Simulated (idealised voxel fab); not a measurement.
Process module, titled voxel transistor to metal
cross-section cut | 165 nm wide | cells 5 nm
Format of a cross-section: grid, square cells. Given as bands. Order: top down. Band: one or more rows of cells. Band entry format. Leading values: height of top, height of bottom, nm. Remainder: materials in left-to-right order, each with its width in nm. Special words: "all across" on a single material, which then fills the band edge to edge; "blank", empty space. We count height from 0. Below that, the starting wafer is all one material. The lowest band never ends at the bottom but goes on down; see "top 0, no bottom" for how that is written. Width: "30..40" (first number = top row, second number = bottom row, same change from row to row of cells). Take "all unchanged" at face value: in the step it is given for, the cross-section changed in none of its cells. The label "Closed void list" introduces a list of the empty spaces, 8 cells or larger, that have no open way up to the top; each entry in it reads width x height at distance, where the distance is taken from the left edge and all three are stated in nm. On a step's line, text after the settings is the simulator commenting on that step. Each step line may optionally specify "overlay nm", which for a step with a mask gives the rightward distance between the mask's planned place and where it lay, a negative value indicating the leftward direction. Quick note on how to read the rest: it's all pairs. You get the cross-section before a process step and the one after, but the after one only goes down as far as the lowest band that changed. The step in between, with its settings, sits under the pair. Heads up, the pairs can come from different runs of this module on the same starting wafer, so don't assume a pair picks up from the one above unless its "Pre-step profile" entry says it does.

-- Pre-step profile
- top 55, bottom 50 = Ru all across
- top 50, bottom 45 = TiN (50) / Ru (10) / TiN (55) / Ru (10) / TiN (40)
- top 45, bottom 35 = SiO2 (45) / TiN (5) / Ru (10) / TiN (5) / SiO2 (45) / TiN (5) / Ru (10) / TiN (5) / SiO2 (35)
- top 35, bottom 20 = SiO2 (45) / TiN (5) / Ru (10) / TiN (5) / SiO2 (5) / SiN (5) / SiCN (15) / SiN (5) / SiO2 (15) / TiN (5) / Ru (10) / TiN (5) / SiO2 (35)
- top 20, bottom 5 = SiO2 (45) / TiN (5) / Ru (10) / TiN (5) / SiO2 (5) / SiN (5) / polySi (15) / SiN (5) / SiO2 (15) / TiN (5) / Ru (10) / TiN (5) / SiO2 (35)
- top 5, bottom 0 = SiO2 (30) / SiN (5) / SiO2 (10) / TiN (20) / SiO2 (5) / SiN (5) / polySi (15) / SiN (5) / SiO2 (15) / TiN (20) / SiN (5) / SiO2 (30)
- top 0, bottom -5 = SiO2 (35) / SiGe (35) / SiO2 (25) / SiGe (35) / SiO2 (35)
- top -5, bottom -25 = SiO2 (40) / Si (85) / SiO2 (40)
- top -25, no bottom = Si all across
- Closed void list: none

-- Result of Step
- top 45, bottom 35 = SiO2 (45) / TiN (5) / Ru (10) / TiN (5) / SiO2 (45) / TiN (5) / Ru (10) / TiN (5) / SiO2 (35)
- At heights below 35, the structure remains unaltered.
- Closed void list: none
Which process step falls between the two cross-sections above? CMP [height nm 45]

Pre-step profile: this step begins from the cross-section that the pair just above shows after its step.

-- Result of Step
- top 50, bottom 45 = TiN all across
- At heights below 45, the structure remains unaltered.
- Closed void list: none
Which process step falls between the two cross-sections above? DIRECTIONAL_DEP [material TiN] [thk nm 5]

Pre-step profile: this step begins from the cross-section that the pair just above shows after its step.

-- Result of Step
- top 70, bottom 50 = Ru all across
- At heights below 50, the structure remains unaltered.
- Closed void list: none
Which process step falls between the two cross-sections above? DIRECTIONAL_DEP [material Ru] [thk nm 20]

Pre-step profile: this step begins from the cross-section that the pair just above shows after its step.

-- Result of Step
- top 70, bottom 50 = blank (40) / Ru (20) / blank (45) / Ru (20) / blank (40)
- At heights below 50, the structure remains unaltered.
- Closed void list: none
Which process step falls between the two cross-sections above? MASKED_ETCH [tone cover] [mask id METAL_1] [width nm 20] [pitch nm 65] [etch materials Ru] [depth nm 20] [overlay nm 0]

Pre-step profile: this step begins from the cross-section that the pair just above shows after its step.

-- Result of Step
- top 70, bottom 50 = blank (40) / Ru (20) / blank (45) / Ru (20) / blank (40)
- top 50, bottom 45 = blank (40) / TiN (20) / blank (45) / TiN (20) / blank (40)
- At heights below 45, the structure remains unaltered.
- Closed void list: none
Which process step falls between the two cross-sections above? MASKED_ETCH [tone cover] [mask id METAL_1] [width nm 20] [pitch nm 65] [etch materials TiN] [depth nm 5] [overlay nm 0]

Pre-step profile: this step begins from the cross-section that the pair just above shows after its step.

-- Result of Step
- top 80, bottom 70 = SiO2 all across
- top 70, bottom 50 = SiO2 (40) / Ru (20) / SiO2 (45) / Ru (20) / SiO2 (40)
- top 50, bottom 45 = SiO2 (40) / TiN (20) / SiO2 (45) / TiN (20) / SiO2 (40)
- At heights below 45, the structure remains unaltered.
- Closed void list: none
Which process step falls between the two cross-sections above? FILL_DEP [material SiO2] [thk nm 10]

Pre-step profile: this step begins from the cross-section that the pair just above shows after its step.

-- Result of Step
- top 70, bottom 50 = SiO2 (40) / Ru (20) / SiO2 (45) / Ru (20) / SiO2 (40)
- At heights below 50, the structure remains unaltered.
- Closed void list: none
Which process step falls between the two cross-sections above? CMP [height nm 70]

Pre-step profile: this step begins from the cross-section that the pair just above shows after its step.

-- Result of Step
- top 75, bottom 70 = SiN all across
- At heights below 70, the structure remains unaltered.
- Closed void list: none
Which process step falls between the two cross-sections above? CONFORMAL_DEP [material SiN] [thk nm 5]

-- Pre-step profile
- top 70, bottom 50 = SiO2 (40) / Ru (20) / SiO2 (45) / Ru (20) / SiO2 (40)
- top 50, bottom 45 = SiO2 (40) / TiN (20) / SiO2 (45) / TiN (20) / SiO2 (40)
- top 45, bottom 35 = SiO2 (40) / TiN (5) / Ru (10) / TiN (5) / SiO2 (45) / TiN (5) / Ru (10) / TiN (5) / SiO2 (40)
- top 35, bottom 20 = SiO2 (40) / TiN (5) / Ru (10) / TiN (5) / SiO2 (10) / SiN (5) / SiCN (15) / SiN (5) / SiO2 (10) / TiN (5) / Ru (10) / TiN (5) / SiO2 (40)
- top 20, bottom 5 = SiO2 (40) / TiN (5) / Ru (10) / TiN (5) / SiO2 (10) / SiN (5) / polySi (15) / SiN (5) / SiO2 (10) / TiN (5) / Ru (10) / TiN (5) / SiO2 (40)
- top 5, bottom 0 = SiO2 (30) / SiN (5) / SiO2 (5) / TiN (20) / SiO2 (10) / SiN (5) / polySi (15) / SiN (5) / SiO2 (10) / TiN (20) / SiO2 (5) / SiN (5) / SiO2 (30)
- top 0, bottom -5 = SiO2 (35) / SiGe (35) / SiO2 (25) / SiGe (35) / SiO2 (35)
- top -5, bottom -25 = SiO2 (40) / Si (85) / SiO2 (40)
- top -25, no bottom = Si all across
- Closed void list: none

-- Result of Step
- top 75, bottom 70 = polySi all across
- At heights below 70, the structure remains unaltered.
- Closed void list: none
Which process step falls between the two cross-sections above? CONFORMAL_DEP [material polySi] [thk nm 5]

-- Pre-step profile
- top 30, bottom 15 = aC all across
- top 15, bottom 5 = SiN all across
- top 5, bottom 0 = SiO2 all across
- top 0, no bottom = Si all across
- Closed void list: none

-- Result of Step
- top 60, bottom 30 = resist (35) / blank (95) / resist (35)
- At heights below 30, the structure remains unaltered.
- Closed void list: none
Which process step falls between the two cross-sections above? PATTERN [tone open] [mask id ACTIVE] [material resist] [width nm 95] [thk nm 30] [overlay nm 0]

Pre-step profile: this step begins from the cross-section that the pair just above shows after its step.

-- Result of Step
- top 45, bottom 30 = resist (35) / blank (95) / resist (35)
- top 30, bottom 15 = aC (35) / blank (95) / aC (35)
- At heights below 15, the structure remains unaltered.
- Closed void list: none
Which process step falls between the two cross-sections above? DIRECTIONAL_ETCH [etch materials aC] [depth nm 15]

Pre-step profile: this step begins from the cross-section that the pair just above shows after its step.

-- Result of Step
- top 30, bottom 15 = aC (35) / blank (95) / aC (35)
- At heights below 15, the structure remains unaltered.
- Closed void list: none
Which process step falls between the two cross-sections above? STRIP [etch materials resist]

Pre-step profile: this step begins from the cross-section that the pair just above shows after its step.

-- Result of Step
- top 30, bottom 15 = aC (35) / blank (95) / aC (35)
- top 15, bottom 5 = SiN (35) / blank (95) / SiN (35)
- At heights below 5, the structure remains unaltered.
- Closed void list: none
Which process step falls between the two cross-sections above? DIRECTIONAL_ETCH [etch materials SiN] [depth nm 10]

Pre-step profile: this step begins from the cross-section that the pair just above shows after its step.

-- Result of Step
- top 30, bottom 15 = aC (35) / blank (95) / aC (35)
- top 15, bottom 5 = SiN (35) / blank (95) / SiN (35)
- top 5, bottom 0 = SiO2 (35) / blank (95) / SiO2 (35)
- At heights below 0, the structure remains unaltered.
- Closed void list: none
Which process step falls between the two cross-sections above? DIRECTIONAL_ETCH [etch materials SiO2] [depth nm 5]

Pre-step profile: this step begins from the cross-section that the pair just above shows after its step.

-- Result of Step
- top 30, bottom 15 = aC (35) / blank (95) / aC (35)
- top 15, bottom 5 = SiN (35) / blank (95) / SiN (35)
- top 5, bottom 0 = SiO2 (35) / blank (95) / SiO2 (35)
- top 0, bottom -20 = Si (35) / blank (95) / Si (35)
- At heights below -20, the structure remains unaltered.
- Closed void list: none
Which process step falls between the two cross-sections above? DIRECTIONAL_ETCH [etch materials Si] [depth nm 20]

Pre-step profile: this step begins from the cross-section that the pair just above shows after its step.

-- Result of Step
- top 15, bottom 5 = SiN (35) / blank (95) / SiN (35)
- At heights below 5, the structure remains unaltered.
- Closed void list: none
Which process step falls between the two cross-sections above? STRIP [etch materials aC]

Pre-step profile: this step begins from the cross-section that the pair just above shows after its step.

-- Result of Step
- top 15, bottom 5 = SiN (35) / blank (95) / SiN (35)
- top 5, bottom 0 = SiO2 (35) / blank (95) / SiO2 (35)
- top 0, bottom -20 = Si (30) / SiO2 (5) / blank (95) / SiO2 (5) / Si (30)
- top -20, bottom -25 = Si (30) / SiO2 (105) / Si (30)
- At heights below -25, the structure remains unaltered.
- Closed void list: none
Which process step falls between the two cross-sections above? OXIDIZE [depth nm 5]

Pre-step profile: this step begins from the cross-section that the pair just above shows after its step.

-- Result of Step
- top 30, bottom 15 = SiO2 all across
- top 15, bottom 5 = SiN (35) / SiO2 (95) / SiN (35)
- top 5, bottom 0 = SiO2 all across
- top 0, bottom -25 = Si (30) / SiO2 (105) / Si (30)
- At heights below -25, the structure remains unaltered.
- Closed void list: none
Which process step falls between the two cross-sections above? FILL_DEP [material SiO2] [thk nm 15]

Pre-step profile: this step begins from the cross-section that the pair just above shows after its step.

-- Result of Step
- top 15, bottom 5 = SiN (35) / SiO2 (95) / SiN (35)
- At heights below 5, the structure remains unaltered.
- Closed void list: none
Which process step falls between the two cross-sections above? CMP [height nm 15]

Pre-step profile: this step begins from the cross-section that the pair just above shows after its step.

-- Result of Step
- top 15, bottom 10 = SiN (35) / blank (95) / SiN (35)
- At heights below 10, the structure remains unaltered.
- Closed void list: none
Which process step falls between the two cross-sections above? SELECTIVE_ETCH [etch materials SiO2] [depth nm 5]

Pre-step profile: this step begins from the cross-section that the pair just above shows after its step.

-- Result of Step
- top 10, bottom 5 = blank (35) / SiO2 (95) / blank (35)
- At heights below 5, the structure remains unaltered.
- Closed void list: none
Which process step falls between the two cross-sections above? STRIP [etch materials SiN]

Pre-step profile: this step begins from the cross-section that the pair just above shows after its step.

-- Result of Step
- top 5, bottom 0 = blank (40) / SiO2 (85) / blank (40)
- At heights below 0, the structure remains unaltered.
- Closed void list: none
Which process step falls between the two cross-sections above? SELECTIVE_ETCH [etch materials SiO2] [depth nm 5]

Pre-step profile: this step begins from the cross-section that the pair just above shows after its step.

-- Result of Step
- top 5, bottom 0 = blank (40) / SiO2 (85) / blank (40)
- top 0, bottom -5 = SiO2 all across
- At heights below -5, the structure remains unaltered.
- Closed void list: none
Which process step falls between the two cross-sections above? OXIDIZE [depth nm 5]

Pre-step profile: this step begins from the cross-section that the pair just above shows after its step.

-- Result of Step
- top 25, bottom 20 = blank (40) / polySi (85) / blank (40)
- top 20, bottom 5 = polySi all across
- top 5, bottom 0 = polySi (40) / SiO2 (85) / polySi (40)
- At heights below 0, the structure remains unaltered.
- Closed void list: none
Which process step falls between the two cross-sections above? DIRECTIONAL_DEP [material polySi] [thk nm 20]

Pre-step profile: this step begins from the cross-section that the pair just above shows after its step.

-- Result of Step
- top 40, bottom 35 = blank (40) / SiCN (85) / blank (40)
- top 35, bottom 25 = SiCN all across
- top 25, bottom 20 = SiCN (40) / polySi (85) / SiCN (40)
- At heights below 20, the structure remains unaltered.
- Closed void list: none
Which process step falls between the two cross-sections above? DIRECTIONAL_DEP [material SiCN] [thk nm 15]

Pre-step profile: this step begins from the cross-section that the pair just above shows after its step.

-- Result of Step
- top 60, bottom 40 = blank (75) / resist (15) / blank (75)
- At heights below 40, the structure remains unaltered.
- Closed void list: none
Which process step falls between the two cross-sections above? PATTERN [tone cover] [mask id GATE] [material resist] [width nm 15] [thk nm 20] [overlay nm 0]

Pre-step profile: this step begins from the cross-section that the pair just above shows after its step.

-- Result of Step
- top 60, bottom 40 = blank (75) / resist (15) / blank (75)
- top 40, bottom 25 = blank (75) / SiCN (15) / blank (75)
- top 25, bottom 20 = blank (40) / polySi (85) / blank (40)
- At heights below 20, the structure remains unaltered.
- Closed void list: none
Which process step falls between the two cross-sections above? DIRECTIONAL_ETCH [etch materials SiCN] [depth nm 25]

Pre-step profile: this step begins from the cross-section that the pair just above shows after its step.

-- Result of Step
- top 60, bottom 40 = blank (75) / resist (15) / blank (75)
- top 40, bottom 25 = blank (75) / SiCN (15) / blank (75)
- top 25, bottom 5 = blank (75) / polySi (15) / blank (75)
- top 5, bottom 0 = blank (40) / SiO2 (85) / blank (40)
- At heights below 0, the structure remains unaltered.
- Closed void list: none
Which process step falls between the two cross-sections above? DIRECTIONAL_ETCH [etch materials polySi] [depth nm 30]

Pre-step profile: this step begins from the cross-section that the pair just above shows after its step.

-- Result of Step
- top 40, bottom 25 = blank (75) / SiCN (15) / blank (75)
- At heights below 25, the structure remains unaltered.
- Closed void list: none
Which process step falls between the two cross-sections above? STRIP [etch materials resist]

Pre-step profile: this step begins from the cross-section that the pair just above shows after its step.

-- Result of Step
- top 45, bottom 40 = blank (70) / SiN (25) / blank (70)
- top 40, bottom 25 = blank (70) / SiN (5) / SiCN (15) / SiN (5) / blank (70)
- top 25, bottom 10 = blank (70) / SiN (5) / polySi (15) / SiN (5) / blank (70)
- top 10, bottom 5 = blank (35) / SiN (40) / polySi (15) / SiN (40) / blank (35)
- top 5, bottom 0 = SiN (40) / SiO2 (85) / SiN (40)
- At heights below 0, the structure remains unaltered.
- Closed void list: none
Which process step falls between the two cross-sections above? CONFORMAL_DEP [material SiN] [thk nm 5]

Pre-step profile: this step begins from the cross-section that the pair just above shows after its step.

-- Result of Step
- top 40, bottom 25 = blank (70) / SiN (5) / SiCN (15) / SiN (5) / blank (70)
- top 25, bottom 5 = blank (70) / SiN (5) / polySi (15) / SiN (5) / blank (70)
- top 5, bottom 0 = blank (35) / SiN (5) / SiO2 (85) / SiN (5) / blank (35)
- At heights below 0, the structure remains unaltered.
- Closed void list: none
Which process step falls between the two cross-sections above? DIRECTIONAL_ETCH [etch materials SiN] [depth nm 5]

Pre-step profile: this step begins from the cross-section that the pair just above shows after its step.

-- Result of Step
- top 40, bottom 25 = blank (70) / SiN (5) / SiCN (15) / SiN (5) / blank (70)
- top 25, bottom 5 = blank (70) / SiN (5) / polySi (15) / SiN (5) / blank (70)
- top 5, bottom 0 = blank (35) / SiN (5) / blank (30) / SiO2 (25) / blank (30) / SiN (5) / blank (35)
- top 0, bottom -5 = blank (35) / SiO2 (95) / blank (35)
- At heights below -5, the structure remains unaltered.
- Closed void list: none
Which process step falls between the two cross-sections above? DIRECTIONAL_ETCH [etch materials SiO2] [depth nm 5]

Pre-step profile: this step begins from the cross-section that the pair just above shows after its step.

-- Result of Step
- top 40, bottom 25 = blank (70) / SiN (5) / SiCN (15) / SiN (5) / blank (70)
- top 25, bottom 5 = blank (70) / SiN (5) / polySi (15) / SiN (5) / blank (70)
- top 5, bottom 0 = blank (35) / SiN (5) / blank (30) / SiO2 (25) / blank (30) / SiN (5) / blank (35)
- top 0, bottom -5 = SiGe (35) / SiO2 (95) / SiGe (35)
- At heights below -5, the structure remains unaltered.
- Closed void list: none
Which process step falls between the two cross-sections above? EPI [material SiGe] [thk nm 5]

Pre-step profile: this step begins from the cross-section that the pair just above shows after its step.

-- Result of Step
- top 50, bottom 40 = SiO2 all across
- top 40, bottom 25 = SiO2 (70) / SiN (5) / SiCN (15) / SiN (5) / SiO2 (70)
- top 25, bottom 5 = SiO2 (70) / SiN (5) / polySi (15) / SiN (5) / SiO2 (70)
- top 5, bottom 0 = SiO2 (35) / SiN (5) / SiO2 (85) / SiN (5) / SiO2 (35)
- At heights below 0, the structure remains unaltered.
- Closed void list: none
Which process step falls between the two cross-sections above? FILL_DEP [material SiO2] [thk nm 10]

Pre-step profile: this step begins from the cross-section that the pair just above shows after its step.

-- Result of Step
- top 35, bottom 25 = SiO2 (70) / SiN (5) / SiCN (15) / SiN (5) / SiO2 (70)
- At heights below 25, the structure remains unaltered.
- Closed void list: none
Which process step falls between the two cross-sections above? CMP [height nm 35]

Pre-step profile: this step begins from the cross-section that the pair just above shows after its step.

-- Result of Step
- top 45, bottom 35 = SiO2 all across
- At heights below 35, the structure remains unaltered.
- Closed void list: none
Which process step falls between the two cross-sections above? DIRECTIONAL_DEP [material SiO2] [thk nm 10]

Pre-step profile: this step begins from the cross-section that the pair just above shows after its step.

-- Result of Step
- top 60, bottom 45 = resist (40) / blank (20) / resist (45) / blank (20) / resist (40)
- At heights below 45, the structure remains unaltered.
- Closed void list: none
Which process step falls between the two cross-sections above? PATTERN [tone open] [mask id CONTACT] [material resist] [width nm 20] [pitch nm 65] [thk nm 15] [overlay nm 0]

Pre-step profile: this step begins from the cross-section that the pair just above shows after its step.

-- Result of Step
- top 60, bottom 45 = resist (40) / blank (20) / resist (45) / blank (20) / resist (40)
- top 45, bottom 35 = SiO2 (40) / blank (20) / SiO2 (45) / blank (20) / SiO2 (40)
- top 35, bottom 25 = SiO2 (40) / blank (20) / SiO2 (10) / SiN (5) / SiCN (15) / SiN (5) / SiO2 (10) / blank (20) / SiO2 (40)
- top 25, bottom 5 = SiO2 (40) / blank (20) / SiO2 (10) / SiN (5) / polySi (15) / SiN (5) / SiO2 (10) / blank (20) / SiO2 (40)
- top 5, bottom 0 = SiO2 (35) / SiN (5) / blank (20) / SiO2 (45) / blank (20) / SiN (5) / SiO2 (35)
- At heights below 0, the structure remains unaltered.
- Closed void list: none
Which process step falls between the two cross-sections above? DIRECTIONAL_ETCH [etch materials SiO2] [depth nm 45]

Pre-step profile: this step begins from the cross-section that the pair just above shows after its step.

-- Result of Step
- top 45, bottom 35 = SiO2 (40) / blank (20) / SiO2 (45) / blank (20) / SiO2 (40)
- At heights below 35, the structure remains unaltered.
- Closed void list: none
Which process step falls between the two cross-sections above? STRIP [etch materials resist]

Pre-step profile: this step begins from the cross-section that the pair just above shows after its step.

-- Result of Step
- top 50, bottom 45 = TiN (45) / blank (10) / TiN (55) / blank (10) / TiN (45)
- top 45, bottom 35 = SiO2 (40) / TiN (5) / blank (10) / TiN (5) / SiO2 (45) / TiN (5) / blank (10) / TiN (5) / SiO2 (40)
- top 35, bottom 25 = SiO2 (40) / TiN (5) / blank (10) / TiN (5) / SiO2 (10) / SiN (5) / SiCN (15) / SiN (5) / SiO2 (10) / TiN (5) / blank (10) / TiN (5) / SiO2 (40)
- top 25, bottom 5 = SiO2 (40) / TiN (5) / blank (10) / TiN (5) / SiO2 (10) / SiN (5) / polySi (15) / SiN (5) / SiO2 (10) / TiN (5) / blank (10) / TiN (5) / SiO2 (40)
- top 5, bottom 0 = SiO2 (35) / SiN (5) / TiN (20) / SiO2 (45) / TiN (20) / SiN (5) / SiO2 (35)
- At heights below 0, the structure remains unaltered.
- Closed void list: none
Which process step falls between the two cross-sections above? CONFORMAL_DEP [material TiN] [thk nm 5]

Pre-step profile: this step begins from the cross-section that the pair just above shows after its step.

-- Result of Step
- top 55, bottom 50 = Ru all across
- top 50, bottom 45 = TiN (45) / Ru (10) / TiN (55) / Ru (10) / TiN (45)
- top 45, bottom 35 = SiO2 (40) / TiN (5) / Ru (10) / TiN (5) / SiO2 (45) / TiN (5) / Ru (10) / TiN (5) / SiO2 (40)
- top 35, bottom 25 = SiO2 (40) / TiN (5) / Ru (10) / TiN (5) / SiO2 (10) / SiN (5) / SiCN (15) / SiN (5) / SiO2 (10) / TiN (5) / Ru (10) / TiN (5) / SiO2 (40)
- top 25, bottom 5 = SiO2 (40) / TiN (5) / Ru (10) / TiN (5) / SiO2 (10) / SiN (5) / polySi (15) / SiN (5) / SiO2 (10) / TiN (5) / Ru (10) / TiN (5) / SiO2 (40)
- At heights below 5, the structure remains unaltered.
- Closed void list: none
Which process step falls between the two cross-sections above? FILL_DEP [material Ru] [thk nm 5]

Pre-step profile: this step begins from the cross-section that the pair just above shows after its step.

-- Result of Step
- top 45, bottom 35 = SiO2 (40) / TiN (5) / Ru (10) / TiN (5) / SiO2 (45) / TiN (5) / Ru (10) / TiN (5) / SiO2 (40)
- At heights below 35, the structure remains unaltered.
- Closed void list: none
Which process step falls between the two cross-sections above? CMP [height nm 45]

Pre-step profile: this step begins from the cross-section that the pair just above shows after its step.

-- Result of Step
- top 50, bottom 45 = TiN all across
- At heights below 45, the structure remains unaltered.
- Closed void list: none
Which process step falls between the two cross-sections above? DIRECTIONAL_DEP [material TiN] [thk nm 5]

Pre-step profile: this step begins from the cross-section that the pair just above shows after its step.

-- Result of Step
- top 70, bottom 50 = Ru all across
- At heights below 50, the structure remains unaltered.
- Closed void list: none
Which process step falls between the two cross-sections above? DIRECTIONAL_DEP [material Ru] [thk nm 20]

Pre-step profile: this step begins from the cross-section that the pair just above shows after its step.

-- Result of Step
- top 70, bottom 50 = blank (40) / Ru (20) / blank (45) / Ru (20) / blank (40)
- At heights below 50, the structure remains unaltered.
- Closed void list: none
Which process step falls between the two cross-sections above? MASKED_ETCH [tone cover] [mask id METAL_1] [width nm 20] [pitch nm 65] [etch materials Ru] [depth nm 20] [overlay nm 0]

Pre-step profile: this step begins from the cross-section that the pair just above shows after its step.

-- Result of Step
- top 70, bottom 50 = blank (40) / Ru (20) / blank (45) / Ru (20) / blank (40)
- top 50, bottom 45 = blank (40) / TiN (20) / blank (45) / TiN (20) / blank (40)
- At heights below 45, the structure remains unaltered.
- Closed void list: none
Which process step falls between the two cross-sections above? MASKED_ETCH [tone cover] [mask id METAL_1] [width nm 20] [pitch nm 65] [etch materials TiN] [depth nm 5] [overlay nm 0]

Pre-step profile: this step begins from the cross-section that the pair just above shows after its step.

-- Result of Step
- top 80, bottom 70 = SiO2 all across
- top 70, bottom 50 = SiO2 (40) / Ru (20) / SiO2 (45) / Ru (20) / SiO2 (40)
- top 50, bottom 45 = SiO2 (40) / TiN (20) / SiO2 (45) / TiN (20) / SiO2 (40)
- At heights below 45, the structure remains unaltered.
- Closed void list: none
Which process step falls between the two cross-sections above? FILL_DEP [material SiO2] [thk nm 10]

Pre-step profile: this step begins from the cross-section that the pair just above shows after its step.

-- Result of Step
- top 70, bottom 50 = SiO2 (40) / Ru (20) / SiO2 (45) / Ru (20) / SiO2 (40)
- At heights below 50, the structure remains unaltered.
- Closed void list: none
Which process step falls between the two cross-sections above? CMP [height nm 70]

Pre-step profile: this step begins from the cross-section that the pair just above shows after its step.

-- Result of Step
- top 75, bottom 70 = SiN all across
- At heights below 70, the structure remains unaltered.
- Closed void list: none
Which process step falls between the two cross-sections above? CONFORMAL_DEP [material SiN] [thk nm 5]
